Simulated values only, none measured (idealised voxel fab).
process module | voxel gate over fins
cross-section cut | 195 nm wide | cells 5 nm
A cross-section is a grid of square cells, given in bands from the top down. A band is one or more rows of cells.
Each band's line starts with the height of the band's top and of its bottom, in nm. Then come its materials from left to right, each with its width in nm. One material with "throughout" fills the band from edge to edge. "air" is empty space.
Height 0 is the level under which the wafer as received is all one material. The lowest band goes on downwards, as in "0 down".
A width such as "30 to 40" changes by the same amount from each row of cells to the next, from the band's top row to its bottom row.
"no change" after a step means that no cell of the cross-section changed.
closed voids: empty space of 8 cells or more with no open way to the top, each as width x height at its distance from the left edge, in nm
after a step's settings: what the simulator itself notes on the step
overlay nm, on a step with a mask: how far to the right of its planned place the mask lay; to the left if negative
Each pair below shows a cross-section before one step and the cross-section after it, down to the lowest band that changed. The line under each pair gives the step between them, with its settings. The pairs can come from different runs of this module on the same starting wafer, so a pair continues from the pair above only where its "before" says so.
before
  0 down: Si throughout
  closed voids: none
after
  5 to 0: SiN throughout
  below 0: unchanged
  closed voids: none
the step between: op CONFORMAL_DEP | material SiN | thk nm 5
before: the cross-section after the pair above
after
  25 to 5: air 20 | resist 15 | air 30 | resist 15 | air 30 | resist 15 | air 30 | resist 15 | air 25
  below 5: unchanged
  closed voids: none
the step between: op PATTERN | tone cover | mask id FINS | material resist | width nm 15 | pitch nm 45 | thk nm 20 | overlay nm 0
before: the cross-section after the pair above
after
  25 to 5: air 20 | resist 15 | air 30 | resist 15 | air 30 | resist 15 | air 30 | resist 15 | air 25
  5 to 0: air 20 | SiN 15 | air 30 | SiN 15 | air 30 | SiN 15 | air 30 | SiN 15 | air 25
  below 0: unchanged
  closed voids: none
the step between: op DIRECTIONAL_ETCH | etch materials SiN | depth nm 5
before: the cross-section after the pair above
after
  25 to 5: air 20 | resist 15 | air 30 | resist 15 | air 30 | resist 15 | air 30 | resist 15 | air 25
  5 to 0: air 20 | SiN 15 | air 30 | SiN 15 | air 30 | SiN 15 | air 30 | SiN 15 | air 25
  0 to -30: air 20 | Si 15 | air 30 | Si 15 | air 30 | Si 15 | air 30 | Si 15 | air 25
  below -30: unchanged
  closed voids: none
the step between: op DIRECTIONAL_ETCH | etch materials Si | depth nm 30
before: the cross-section after the pair above
after
  5 to 0: air 20 | SiN 15 | air 30 | SiN 15 | air 30 | SiN 15 | air 30 | SiN 15 | air 25
  below 0: unchanged
  closed voids: none
the step between: op STRIP | etch materials resist
before: the cross-section after the pair above
after
  5 to 0: air 20 | SiN 15 | air 30 | SiN 15 | air 30 | SiN 15 | air 30 | SiN 15 | air 25
  0 to -30: air 20 | SiO2 5 | Si 5 | SiO2 5 | air 30 | SiO2 5 | Si 5 | SiO2 5 | air 30 | SiO2 5 | Si 5 | SiO2 5 | air 30 | SiO2 5 | Si 5 | SiO2 5 | air 25
  -30 to -35: SiO2 25 | Si 5 | SiO2 40 | Si 5 | SiO2 40 | Si 5 | SiO2 40 | Si 5 | SiO2 30
  below -35: unchanged
  closed voids: none
the step between: op OXIDIZE | depth nm 5
before: the cross-section after the pair above
after
  10 to 5: SiO2 throughout
  5 to 0: SiO2 20 | SiN 15 | SiO2 30 | SiN 15 | SiO2 30 | SiN 15 | SiO2 30 | SiN 15 | SiO2 25
  0 to -35: SiO2 25 | Si 5 | SiO2 40 | Si 5 | SiO2 40 | Si 5 | SiO2 40 | Si 5 | SiO2 30
  below -35: unchanged
  closed voids: none
the step between: op FILL_DEP | material SiO2 | thk nm 5
before: the cross-section after the pair above
after
  5 to 0: SiO2 20 | SiN 15 | SiO2 30 | SiN 15 | SiO2 30 | SiN 15 | SiO2 30 | SiN 15 | SiO2 25
  below 0: unchanged
  closed voids: none
the step between: op CMP | height nm 5
before: the cross-section after the pair above
after
  5 to 0: air 20 | SiN 15 | air 30 | SiN 15 | air 30 | SiN 15 | air 30 | SiN 15 | air 25
  0 to -15: air 25 | Si 5 | air 40 | Si 5 | air 40 | Si 5 | air 40 | Si 5 | air 30
  below -15: unchanged
  closed voids: none
the step between: op SELECTIVE_ETCH | etch materials SiO2 | depth nm 20
before: the cross-section after the pair above
after
  0 to -15: air 25 | Si 5 | air 40 | Si 5 | air 40 | Si 5 | air 40 | Si 5 | air 30
  below -15: unchanged
  closed voids: none
the step between: op STRIP | etch materials SiN
before: the cross-section after the pair above
after
  5 to 0: air 20 | HfO2 15 | air 30 | HfO2 15 | air 30 | HfO2 15 | air 30 | HfO2 15 | air 25
  0 to -10: air 20 | HfO2 5 | Si 5 | HfO2 5 | air 30 | HfO2 5 | Si 5 | HfO2 5 | air 30 | HfO2 5 | Si 5 | HfO2 5 | air 30 | HfO2 5 | Si 5 | HfO2 5 | air 25
  -10 to -15: HfO2 25 | Si 5 | HfO2 40 | Si 5 | HfO2 40 | Si 5 | HfO2 40 | Si 5 | HfO2 30
  below -15: unchanged
  closed voids: none
the step between: op CONFORMAL_DEP | material HfO2 | thk nm 5
before: the cross-section after the pair above
after
  10 to 5: air 15 | TiN 25 | air 20 | TiN 25 | air 20 | TiN 25 | air 20 | TiN 25 | air 20
  5 to 0: air 15 | TiN 5 | HfO2 15 | TiN 5 | air 20 | TiN 5 | HfO2 15 | TiN 5 | air 20 | TiN 5 | HfO2 15 | TiN 5 | air 20 | TiN 5 | HfO2 15 | TiN 5 | air 20
  0 to -5: air 15 | TiN 5 | HfO2 5 | Si 5 | HfO2 5 | TiN 5 | air 20 | TiN 5 | HfO2 5 | Si 5 | HfO2 5 | TiN 5 | air 20 | TiN 5 | HfO2 5 | Si 5 | HfO2 5 | TiN 5 | air 20 | TiN 5 | HfO2 5 | Si 5 | HfO2 5 | TiN 5 | air 20
  -5 to -10: TiN 20 | HfO2 5 | Si 5 | HfO2 5 | TiN 30 | HfO2 5 | Si 5 | HfO2 5 | TiN 30 | HfO2 5 | Si 5 | HfO2 5 | TiN 30 | HfO2 5 | Si 5 | HfO2 5 | TiN 25
  below -10: unchanged
  closed voids: none
the step between: op CONFORMAL_DEP | material TiN | thk nm 5
before: the cross-section after the pair above
after
  20 to 10: W throughout
  10 to 5: W 15 | TiN 25 | W 20 | TiN 25 | W 20 | TiN 25 | W 20 | TiN 25 | W 20
  5 to 0: W 15 | TiN 5 | HfO2 15 | TiN 5 | W 20 | TiN 5 | HfO2 15 | TiN 5 | W 20 | TiN 5 | HfO2 15 | TiN 5 | W 20 | TiN 5 | HfO2 15 | TiN 5 | W 20
  0 to -5: W 15 | TiN 5 | HfO2 5 | Si 5 | HfO2 5 | TiN 5 | W 20 | TiN 5 | HfO2 5 | Si 5 | HfO2 5 | TiN 5 | W 20 | TiN 5 | HfO2 5 | Si 5 | HfO2 5 | TiN 5 | W 20 | TiN 5 | HfO2 5 | Si 5 | HfO2 5 | TiN 5 | W 20
  below -5: unchanged
  closed voids: none
the step between: op FILL_DEP | material W | thk nm 10
before: the cross-section after the pair above
after
  15 to 10: W throughout
  below 10: unchanged
  closed voids: none
the step between: op CMP | height nm 15
before: the cross-section after the pair above
after
  25 to 15: SiN throughout
  below 15: unchanged
  closed voids: none
the step between: op CONFORMAL_DEP | material SiN | thk nm 10
before
  0 to -15: air 25 | Si 5 | air 40 | Si 5 | air 40 | Si 5 | air 40 | Si 5 | air 30
  -15 to -35: SiO2 25 | Si 5 | SiO2 40 | Si 5 | SiO2 40 | Si 5 | SiO2 40 | Si 5 | SiO2 30
  -35 down: Si throughout
  closed voids: none
after
  5 to 0: air 20 | TiN 15 | air 30 | TiN 15 | air 30 | TiN 15 | air 30 | TiN 15 | air 25
  0 to -10: air 20 | TiN 5 | Si 5 | TiN 5 | air 30 | TiN 5 | Si 5 | TiN 5 | air 30 | TiN 5 | Si 5 | TiN 5 | air 30 | TiN 5 | Si 5 | TiN 5 | air 25
  -10 to -15: TiN 25 | Si 5 | TiN 40 | Si 5 | TiN 40 | Si 5 | TiN 40 | Si 5 | TiN 30
  below -15: unchanged
  closed voids: none
the step between: op CONFORMAL_DEP | material TiN | thk nm 5
before: the cross-section after the pair above
after
  15 to 5: W throughout
  5 to 0: W 20 | TiN 15 | W 30 | TiN 15 | W 30 | TiN 15 | W 30 | TiN 15 | W 25
  0 to -10: W 20 | TiN 5 | Si 5 | TiN 5 | W 30 | TiN 5 | Si 5 | TiN 5 | W 30 | TiN 5 | Si 5 | TiN 5 | W 30 | TiN 5 | Si 5 | TiN 5 | W 25
  below -10: unchanged
  closed voids: none
the step between: op FILL_DEP | material W | thk nm 10
before: the cross-section after the pair above
after
  25 to 15: SiN throughout
  below 15: unchanged
  closed voids: none
the step between: op CONFORMAL_DEP | material SiN | thk nm 10
before
  5 to 0: air 20 | SiN 15 | air 30 | SiN 15 | air 30 | SiN 15 | air 30 | SiN 15 | air 25
  0 to -15: air 25 | Si 5 | air 40 | Si 5 | air 40 | Si 5 | air 40 | Si 5 | air 30
  -15 to -35: SiO2 25 | Si 5 | SiO2 40 | Si 5 | SiO2 40 | Si 5 | SiO2 40 | Si 5 | SiO2 30
  -35 down: Si throughout
  closed voids: none
after
  5 to 0: air 20 | SiN 15 | air 30 | SiN 15 | air 30 | SiN 15 | air 30 | SiN 15 | air 25
  0 to -35: air 25 | Si 5 | air 40 | Si 5 | air 40 | Si 5 | air 40 | Si 5 | air 30
  below -35: unchanged
  closed voids: none
the step between: op SELECTIVE_ETCH | etch materials SiO2 | depth nm 20
before: the cross-section after the pair above
after
  0 to -35: air 25 | Si 5 | air 40 | Si 5 | air 40 | Si 5 | air 40 | Si 5 | air 30
  below -35: unchanged
  closed voids: none
the step between: op STRIP | etch materials SiN
before: the cross-section after the pair above
after
  5 to 0: air 20 | HfO2 15 | air 30 | HfO2 15 | air 30 | HfO2 15 | air 30 | HfO2 15 | air 25
  0 to -30: air 20 | HfO2 5 | Si 5 | HfO2 5 | air 30 | HfO2 5 | Si 5 | HfO2 5 | air 30 | HfO2 5 | Si 5 | HfO2 5 | air 30 | HfO2 5 | Si 5 | HfO2 5 | air 25
  -30 to -35: HfO2 25 | Si 5 | HfO2 40 | Si 5 | HfO2 40 | Si 5 | HfO2 40 | Si 5 | HfO2 30
  below -35: unchanged
  closed voids: none
the step between: op CONFORMAL_DEP | material HfO2 | thk nm 5
before: the cross-section after the pair above
after
  10 to 5: air 15 | TiN 25 | air 20 | TiN 25 | air 20 | TiN 25 | air 20 | TiN 25 | air 20
  5 to 0: air 15 | TiN 5 | HfO2 15 | TiN 5 | air 20 | TiN 5 | HfO2 15 | TiN 5 | air 20 | TiN 5 | HfO2 15 | TiN 5 | air 20 | TiN 5 | HfO2 15 | TiN 5 | air 20
  0 to -25: air 15 | TiN 5 | HfO2 5 | Si 5 | HfO2 5 | TiN 5 | air 20 | TiN 5 | HfO2 5 | Si 5 | HfO2 5 | TiN 5 | air 20 | TiN 5 | HfO2 5 | Si 5 | HfO2 5 | TiN 5 | air 20 | TiN 5 | HfO2 5 | Si 5 | HfO2 5 | TiN 5 | air 20
  -25 to -30: TiN 20 | HfO2 5 | Si 5 | HfO2 5 | TiN 30 | HfO2 5 | Si 5 | HfO2 5 | TiN 30 | HfO2 5 | Si 5 | HfO2 5 | TiN 30 | HfO2 5 | Si 5 | HfO2 5 | TiN 25
  below -30: unchanged
  closed voids: none
the step between: op CONFORMAL_DEP | material TiN | thk nm 5
before: the cross-section after the pair above
after
  20 to 10: W throughout
  10 to 5: W 15 | TiN 25 | W 20 | TiN 25 | W 20 | TiN 25 | W 20 | TiN 25 | W 20
  5 to 0: W 15 | TiN 5 | HfO2 15 | TiN 5 | W 20 | TiN 5 | HfO2 15 | TiN 5 | W 20 | TiN 5 | HfO2 15 | TiN 5 | W 20 | TiN 5 | HfO2 15 | TiN 5 | W 20
  0 to -25: W 15 | TiN 5 | HfO2 5 | Si 5 | HfO2 5 | TiN 5 | W 20 | TiN 5 | HfO2 5 | Si 5 | HfO2 5 | TiN 5 | W 20 | TiN 5 | HfO2 5 | Si 5 | HfO2 5 | TiN 5 | W 20 | TiN 5 | HfO2 5 | Si 5 | HfO2 5 | TiN 5 | W 20
  below -25: unchanged
  closed voids: none
the step between: op FILL_DEP | material W | thk nm 10
before: the cross-section after the pair above
after
  15 to 10: W throughout
  below 10: unchanged
  closed voids: none
the step between: op CMP | height nm 15
before: the cross-section after the pair above
after
  25 to 15: SiN throughout
  below 15: unchanged
  closed voids: none
the step between: op CONFORMAL_DEP | material SiN | thk nm 10
before
  5 to 0: SiO2 20 | SiN 15 | SiO2 30 | SiN 15 | SiO2 30 | SiN 15 | SiO2 30 | SiN 15 | SiO2 25
  0 to -35: SiO2 25 | Si 5 | SiO2 40 | Si 5 | SiO2 40 | Si 5 | SiO2 40 | Si 5 | SiO2 30
  -35 down: Si throughout
  closed voids: none
after
  5 to 0: SiO2 20 | air 15 | SiO2 30 | air 15 | SiO2 30 | air 15 | SiO2 30 | air 15 | SiO2 25
  below 0: unchanged
  closed voids: none
the step between: op STRIP | etch materials SiN
before: the cross-section after the pair above
after
  0 to -15: air 25 | Si 5 | air 40 | Si 5 | air 40 | Si 5 | air 40 | Si 5 | air 30
  -15 to -20: air 25 | Si 5 | air 40 | Si 5 | air 40 | Si 5 | air 40 | Si 5 | air 25 | SiO2 5
  below -20: unchanged
  closed voids: none
the step between: op SELECTIVE_ETCH | etch materials SiO2 | depth nm 20
before: the cross-section after the pair above
after
  5 to 0: air 20 | HfO2 15 | air 30 | HfO2 15 | air 30 | HfO2 15 | air 30 | HfO2 15 | air 25
  0 to -10: air 20 | HfO2 5 | Si 5 | HfO2 5 | air 30 | HfO2 5 | Si 5 | HfO2 5 | air 30 | HfO2 5 | Si 5 | HfO2 5 | air 30 | HfO2 5 | Si 5 | HfO2 5 | air 25
  -10 to -15: air 20 | HfO2 5 | Si 5 | HfO2 5 | air 30 | HfO2 5 | Si 5 | HfO2 5 | air 30 | HfO2 5 | Si 5 | HfO2 5 | air 30 | HfO2 5 | Si 5 | HfO2 5 | air 15 | HfO2 10
  -15 to -20: HfO2 25 | Si 5 | HfO2 40 | Si 5 | HfO2 40 | Si 5 | HfO2 40 | Si 5 | HfO2 25 | SiO2 5
  below -20: unchanged
  closed voids: none
the step between: op CONFORMAL_DEP | material HfO2 | thk nm 5
before: the cross-section after the pair above
after
  10 to 5: air 15 | TiN 25 | air 20 | TiN 25 | air 20 | TiN 25 | air 20 | TiN 25 | air 20
  5 to 0: air 15 | TiN 5 | HfO2 15 | TiN 5 | air 20 | TiN 5 | HfO2 15 | TiN 5 | air 20 | TiN 5 | HfO2 15 | TiN 5 | air 20 | TiN 5 | HfO2 15 | TiN 5 | air 20
  0 to -5: air 15 | TiN 5 | HfO2 5 | Si 5 | HfO2 5 | TiN 5 | air 20 | TiN 5 | HfO2 5 | Si 5 | HfO2 5 | TiN 5 | air 20 | TiN 5 | HfO2 5 | Si 5 | HfO2 5 | TiN 5 | air 20 | TiN 5 | HfO2 5 | Si 5 | HfO2 5 | TiN 5 | air 20
  -5 to -10: air 15 | TiN 5 | HfO2 5 | Si 5 | HfO2 5 | TiN 5 | air 20 | TiN 5 | HfO2 5 | Si 5 | HfO2 5 | TiN 5 | air 20 | TiN 5 | HfO2 5 | Si 5 | HfO2 5 | TiN 5 | air 20 | TiN 5 | HfO2 5 | Si 5 | HfO2 5 | TiN 5 | air 5 | TiN 15
  -10 to -15: TiN 20 | HfO2 5 | Si 5 | HfO2 5 | TiN 30 | HfO2 5 | Si 5 | HfO2 5 | TiN 30 | HfO2 5 | Si 5 | HfO2 5 | TiN 30 | HfO2 5 | Si 5 | HfO2 5 | TiN 15 | HfO2 10
  below -15: unchanged
  closed voids: none
the step between: op CONFORMAL_DEP | material TiN | thk nm 5
before: the cross-section after the pair above
after
  20 to 10: W throughout
  10 to 5: W 15 | TiN 25 | W 20 | TiN 25 | W 20 | TiN 25 | W 20 | TiN 25 | W 20
  5 to 0: W 15 | TiN 5 | HfO2 15 | TiN 5 | W 20 | TiN 5 | HfO2 15 | TiN 5 | W 20 | TiN 5 | HfO2 15 | TiN 5 | W 20 | TiN 5 | HfO2 15 | TiN 5 | W 20
  0 to -5: W 15 | TiN 5 | HfO2 5 | Si 5 | HfO2 5 | TiN 5 | W 20 | TiN 5 | HfO2 5 | Si 5 | HfO2 5 | TiN 5 | W 20 | TiN 5 | HfO2 5 | Si 5 | HfO2 5 | TiN 5 | W 20 | TiN 5 | HfO2 5 | Si 5 | HfO2 5 | TiN 5 | W 20
  -5 to -10: W 15 | TiN 5 | HfO2 5 | Si 5 | HfO2 5 | TiN 5 | W 20 | TiN 5 | HfO2 5 | Si 5 | HfO2 5 | TiN 5 | W 20 | TiN 5 | HfO2 5 | Si 5 | HfO2 5 | TiN 5 | W 20 | TiN 5 | HfO2 5 | Si 5 | HfO2 5 | TiN 5 | W 5 | TiN 15
  below -10: unchanged
  closed voids: none
the step between: op FILL_DEP | material W | thk nm 10
before: the cross-section after the pair above
after
  15 to 10: W throughout
  below 10: unchanged
  closed voids: none
the step between: op CMP | height nm 15
before: the cross-section after the pair above
after
  25 to 15: SiN throughout
  below 15: unchanged
  closed voids: none
the step between: op CONFORMAL_DEP | material SiN | thk nm 10
before
  10 to 5: SiO2 throughout
  5 to 0: SiO2 20 | SiN 15 | SiO2 30 | SiN 15 | SiO2 30 | SiN 15 | SiO2 30 | SiN 15 | SiO2 25
  0 to -35: SiO2 25 | Si 5 | SiO2 40 | Si 5 | SiO2 40 | Si 5 | SiO2 40 | Si 5 | SiO2 30
  -35 down: Si throughout
  closed voids: none
after
  -5 to -35: SiO2 25 | Si 5 | SiO2 40 | Si 5 | SiO2 40 | Si 5 | SiO2 40 | Si 5 | SiO2 30
  below -35: unchanged
  closed voids: none
the step between: op CMP | height nm -5
before: the cross-section after the pair above
after
  -5 to -25: air 25 | Si 5 | air 40 | Si 5 | air 40 | Si 5 | air 40 | Si 5 | air 30
  below -25: unchanged
  closed voids: none
the step between: op SELECTIVE_ETCH | etch materials SiO2 | depth nm 20
before: the cross-section after the pair above
after
  0 to -5: air 20 | HfO2 15 | air 30 | HfO2 15 | air 30 | HfO2 15 | air 30 | HfO2 15 | air 25
  -5 to -20: air 20 | HfO2 5 | Si 5 | HfO2 5 | air 30 | HfO2 5 | Si 5 | HfO2 5 | air 30 | HfO2 5 | Si 5 | HfO2 5 | air 30 | HfO2 5 | Si 5 | HfO2 5 | air 25
  -20 to -25: HfO2 25 | Si 5 | HfO2 40 | Si 5 | HfO2 40 | Si 5 | HfO2 40 | Si 5 | HfO2 30
  below -25: unchanged
  closed voids: none
the step between: op CONFORMAL_DEP | material HfO2 | thk nm 5
before: the cross-section after the pair above
after
  5 to 0: air 15 | TiN 25 | air 20 | TiN 25 | air 20 | TiN 25 | air 20 | TiN 25 | air 20
  0 to -5: air 15 | TiN 5 | HfO2 15 | TiN 5 | air 20 | TiN 5 | HfO2 15 | TiN 5 | air 20 | TiN 5 | HfO2 15 | TiN 5 | air 20 | TiN 5 | HfO2 15 | TiN 5 | air 20
  -5 to -15: air 15 | TiN 5 | HfO2 5 | Si 5 | HfO2 5 | TiN 5 | air 20 | TiN 5 | HfO2 5 | Si 5 | HfO2 5 | TiN 5 | air 20 | TiN 5 | HfO2 5 | Si 5 | HfO2 5 | TiN 5 | air 20 | TiN 5 | HfO2 5 | Si 5 | HfO2 5 | TiN 5 | air 20
  -15 to -20: TiN 20 | HfO2 5 | Si 5 | HfO2 5 | TiN 30 | HfO2 5 | Si 5 | HfO2 5 | TiN 30 | HfO2 5 | Si 5 | HfO2 5 | TiN 30 | HfO2 5 | Si 5 | HfO2 5 | TiN 25
  below -20: unchanged
  closed voids: none
the step between: op CONFORMAL_DEP | material TiN | thk nm 5
before: the cross-section after the pair above
after
  15 to 5: W throughout
  5 to 0: W 15 | TiN 25 | W 20 | TiN 25 | W 20 | TiN 25 | W 20 | TiN 25 | W 20
  0 to -5: W 15 | TiN 5 | HfO2 15 | TiN 5 | W 20 | TiN 5 | HfO2 15 | TiN 5 | W 20 | TiN 5 | HfO2 15 | TiN 5 | W 20 | TiN 5 | HfO2 15 | TiN 5 | W 20
  -5 to -15: W 15 | TiN 5 | HfO2 5 | Si 5 | HfO2 5 | TiN 5 | W 20 | TiN 5 | HfO2 5 | Si 5 | HfO2 5 | TiN 5 | W 20 | TiN 5 | HfO2 5 | Si 5 | HfO2 5 | TiN 5 | W 20 | TiN 5 | HfO2 5 | Si 5 | HfO2 5 | TiN 5 | W 20
  below -15: unchanged
  closed voids: none
the step between: op FILL_DEP | material W | thk nm 10
before: the cross-section after the pair above
after
  25 to 15: SiN throughout
  below 15: unchanged
  closed voids: none
the step between: op CONFORMAL_DEP | material SiN | thk nm 10
before
  5 to 0: SiN throughout
  0 down: Si throughout
  closed voids: none
after
  25 to 5: air 20 | resist 20 | air 25 | resist 20 | air 25 | resist 20 | air 25 | resist 20 | air 20
  below 5: unchanged
  closed voids: none
the step between: op PATTERN | tone cover | mask id FINS | material resist | width nm 20 | pitch nm 45 | thk nm 20 | overlay nm 0
before: the cross-section after the pair above
after
  25 to 5: air 20 | resist 20 | air 25 | resist 20 | air 25 | resist 20 | air 25 | resist 20 | air 20
  5 to 0: air 20 | SiN 20 | air 25 | SiN 20 | air 25 | SiN 20 | air 25 | SiN 20 | air 20
  below 0: unchanged
  closed voids: none
the step between: op DIRECTIONAL_ETCH | etch materials SiN | depth nm 5
before: the cross-section after the pair above
after
  25 to 5: air 20 | resist 20 | air 25 | resist 20 | air 25 | resist 20 | air 25 | resist 20 | air 20
  5 to 0: air 20 | SiN 20 | air 25 | SiN 20 | air 25 | SiN 20 | air 25 | SiN 20 | air 20
  0 to -30: air 20 | Si 20 | air 25 | Si 20 | air 25 | Si 20 | air 25 | Si 20 | air 20
  below -30: unchanged
  closed voids: none
the step between: op DIRECTIONAL_ETCH | etch materials Si | depth nm 30
before: the cross-section after the pair above
after
  5 to 0: air 20 | SiN 20 | air 25 | SiN 20 | air 25 | SiN 20 | air 25 | SiN 20 | air 20
  below 0: unchanged
  closed voids: none
the step between: op STRIP | etch materials resist
before: the cross-section after the pair above
after
  5 to 0: air 20 | SiN 20 | air 25 | SiN 20 | air 25 | SiN 20 | air 25 | SiN 20 | air 20
  0 to -30: air 20 | SiO2 5 | Si 10 | SiO2 5 | air 25 | SiO2 5 | Si 10 | SiO2 5 | air 25 | SiO2 5 | Si 10 | SiO2 5 | air 25 | SiO2 5 | Si 10 | SiO2 5 | air 20
  -30 to -35: SiO2 25 | Si 10 | SiO2 35 | Si 10 | SiO2 35 | Si 10 | SiO2 35 | Si 10 | SiO2 25
  below -35: unchanged
  closed voids: none
the step between: op OXIDIZE | depth nm 5
before: the cross-section after the pair above
after
  10 to 5: SiO2 throughout
  5 to 0: SiO2 20 | SiN 20 | SiO2 25 | SiN 20 | SiO2 25 | SiN 20 | SiO2 25 | SiN 20 | SiO2 20
  0 to -35: SiO2 25 | Si 10 | SiO2 35 | Si 10 | SiO2 35 | Si 10 | SiO2 35 | Si 10 | SiO2 25
  below -35: unchanged
  closed voids: none
the step between: op FILL_DEP | material SiO2 | thk nm 5
before: the cross-section after the pair above
after
  5 to 0: SiO2 20 | SiN 20 | SiO2 25 | SiN 20 | SiO2 25 | SiN 20 | SiO2 25 | SiN 20 | SiO2 20
  below 0: unchanged
  closed voids: none
the step between: op CMP | height nm 5
before: the cross-section after the pair above
after
  5 to 0: air 20 | SiN 20 | air 25 | SiN 20 | air 25 | SiN 20 | air 25 | SiN 20 | air 20
  0 to -15: air 25 | Si 10 | air 35 | Si 10 | air 35 | Si 10 | air 35 | Si 10 | air 25
  below -15: unchanged
  closed voids: none
the step between: op SELECTIVE_ETCH | etch materials SiO2 | depth nm 20
before: the cross-section after the pair above
after
  0 to -15: air 25 | Si 10 | air 35 | Si 10 | air 35 | Si 10 | air 35 | Si 10 | air 25
  below -15: unchanged
  closed voids: none
the step between: op STRIP | etch materials SiN
before: the cross-section after the pair above
after
  5 to 0: air 20 | HfO2 20 | air 25 | HfO2 20 | air 25 | HfO2 20 | air 25 | HfO2 20 | air 20
  0 to -10: air 20 | HfO2 5 | Si 10 | HfO2 5 | air 25 | HfO2 5 | Si 10 | HfO2 5 | air 25 | HfO2 5 | Si 10 | HfO2 5 | air 25 | HfO2 5 | Si 10 | HfO2 5 | air 20
  -10 to -15: HfO2 25 | Si 10 | HfO2 35 | Si 10 | HfO2 35 | Si 10 | HfO2 35 | Si 10 | HfO2 25
  below -15: unchanged
  closed voids: none
the step between: op CONFORMAL_DEP | material HfO2 | thk nm 5
before: the cross-section after the pair above
after
  10 to 5: air 15 | TiN 30 | air 15 | TiN 30 | air 15 | TiN 30 | air 15 | TiN 30 | air 15
  5 to 0: air 15 | TiN 5 | HfO2 20 | TiN 5 | air 15 | TiN 5 | HfO2 20 | TiN 5 | air 15 | TiN 5 | HfO2 20 | TiN 5 | air 15 | TiN 5 | HfO2 20 | TiN 5 | air 15
  0 to -5: air 15 | TiN 5 | HfO2 5 | Si 10 | HfO2 5 | TiN 5 | air 15 | TiN 5 | HfO2 5 | Si 10 | HfO2 5 | TiN 5 | air 15 | TiN 5 | HfO2 5 | Si 10 | HfO2 5 | TiN 5 | air 15 | TiN 5 | HfO2 5 | Si 10 | HfO2 5 | TiN 5 | air 15
  -5 to -10: TiN 20 | HfO2 5 | Si 10 | HfO2 5 | TiN 25 | HfO2 5 | Si 10 | HfO2 5 | TiN 25 | HfO2 5 | Si 10 | HfO2 5 | TiN 25 | HfO2 5 | Si 10 | HfO2 5 | TiN 20
  below -10: unchanged
  closed voids: none
the step between: op CONFORMAL_DEP | material TiN | thk nm 5
before: the cross-section after the pair above
after
  20 to 10: W throughout
  10 to 5: W 15 | TiN 30 | W 15 | TiN 30 | W 15 | TiN 30 | W 15 | TiN 30 | W 15
  5 to 0: W 15 | TiN 5 | HfO2 20 | TiN 5 | W 15 | TiN 5 | HfO2 20 | TiN 5 | W 15 | TiN 5 | HfO2 20 | TiN 5 | W 15 | TiN 5 | HfO2 20 | TiN 5 | W 15
  0 to -5: W 15 | TiN 5 | HfO2 5 | Si 10 | HfO2 5 | TiN 5 | W 15 | TiN 5 | HfO2 5 | Si 10 | HfO2 5 | TiN 5 | W 15 | TiN 5 | HfO2 5 | Si 10 | HfO2 5 | TiN 5 | W 15 | TiN 5 | HfO2 5 | Si 10 | HfO2 5 | TiN 5 | W 15
  below -5: unchanged
  closed voids: none
the step between: op FILL_DEP | material W | thk nm 10
before: the cross-section after the pair above
after
  15 to 10: W throughout
  below 10: unchanged
  closed voids: none
the step between: op CMP | height nm 15
before: the cross-section after the pair above
after
  25 to 15: SiN throughout
  below 15: unchanged
  closed voids: none
the step between: op CONFORMAL_DEP | material SiN | thk nm 10
before
  5 to 0: SiN throughout
  0 down: Si throughout
  closed voids: none
after
  25 to 5: air 25 | resist 15 | air 30 | resist 15 | air 30 | resist 15 | air 30 | resist 15 | air 20
  below 5: unchanged
  closed voids: none
the step between: op PATTERN | tone cover | mask id FINS | material resist | width nm 15 | pitch nm 45 | thk nm 20 | overlay nm 5
before: the cross-section after the pair above
after
  25 to 5: air 25 | resist 15 | air 30 | resist 15 | air 30 | resist 15 | air 30 | resist 15 | air 20
  5 to 0: air 25 | SiN 15 | air 30 | SiN 15 | air 30 | SiN 15 | air 30 | SiN 15 | air 20
  below 0: unchanged
  closed voids: none
the step between: op DIRECTIONAL_ETCH | etch materials SiN | depth nm 5
before: the cross-section after the pair above
after
  25 to 5: air 25 | resist 15 | air 30 | resist 15 | air 30 | resist 15 | air 30 | resist 15 | air 20
  5 to 0: air 25 | SiN 15 | air 30 | SiN 15 | air 30 | SiN 15 | air 30 | SiN 15 | air 20
  0 to -30: air 25 | Si 15 | air 30 | Si 15 | air 30 | Si 15 | air 30 | Si 15 | air 20
  below -30: unchanged
  closed voids: none
the step between: op DIRECTIONAL_ETCH | etch materials Si | depth nm 30
before: the cross-section after the pair above
after
  5 to 0: air 25 | SiN 15 | air 30 | SiN 15 | air 30 | SiN 15 | air 30 | SiN 15 | air 20
  below 0: unchanged
  closed voids: none
the step between: op STRIP | etch materials resist
before: the cross-section after the pair above
after
  5 to 0: air 25 | SiN 15 | air 30 | SiN 15 | air 30 | SiN 15 | air 30 | SiN 15 | air 20
  0 to -30: air 25 | SiO2 5 | Si 5 | SiO2 5 | air 30 | SiO2 5 | Si 5 | SiO2 5 | air 30 | SiO2 5 | Si 5 | SiO2 5 | air 30 | SiO2 5 | Si 5 | SiO2 5 | air 20
  -30 to -35: SiO2 30 | Si 5 | SiO2 40 | Si 5 | SiO2 40 | Si 5 | SiO2 40 | Si 5 | SiO2 25
  below -35: unchanged
  closed voids: none
the step between: op OXIDIZE | depth nm 5
before: the cross-section after the pair above
after
  10 to 5: SiO2 throughout
  5 to 0: SiO2 25 | SiN 15 | SiO2 30 | SiN 15 | SiO2 30 | SiN 15 | SiO2 30 | SiN 15 | SiO2 20
  0 to -35: SiO2 30 | Si 5 | SiO2 40 | Si 5 | SiO2 40 | Si 5 | SiO2 40 | Si 5 | SiO2 25
  below -35: unchanged
  closed voids: none
the step between: op FILL_DEP | material SiO2 | thk nm 5
before: the cross-section after the pair above
after
  5 to 0: SiO2 25 | SiN 15 | SiO2 30 | SiN 15 | SiO2 30 | SiN 15 | SiO2 30 | SiN 15 | SiO2 20
  below 0: unchanged
  closed voids: none
the step between: op CMP | height nm 5
before: the cross-section after the pair above
after
  5 to 0: air 25 | SiN 15 | air 30 | SiN 15 | air 30 | SiN 15 | air 30 | SiN 15 | air 20
  0 to -15: air 30 | Si 5 | air 40 | Si 5 | air 40 | Si 5 | air 40 | Si 5 | air 25
  below -15: unchanged
  closed voids: none
the step between: op SELECTIVE_ETCH | etch materials SiO2 | depth nm 20
before: the cross-section after the pair above
after
  0 to -15: air 30 | Si 5 | air 40 | Si 5 | air 40 | Si 5 | air 40 | Si 5 | air 25
  below -15: unchanged
  closed voids: none
the step between: op STRIP | etch materials SiN
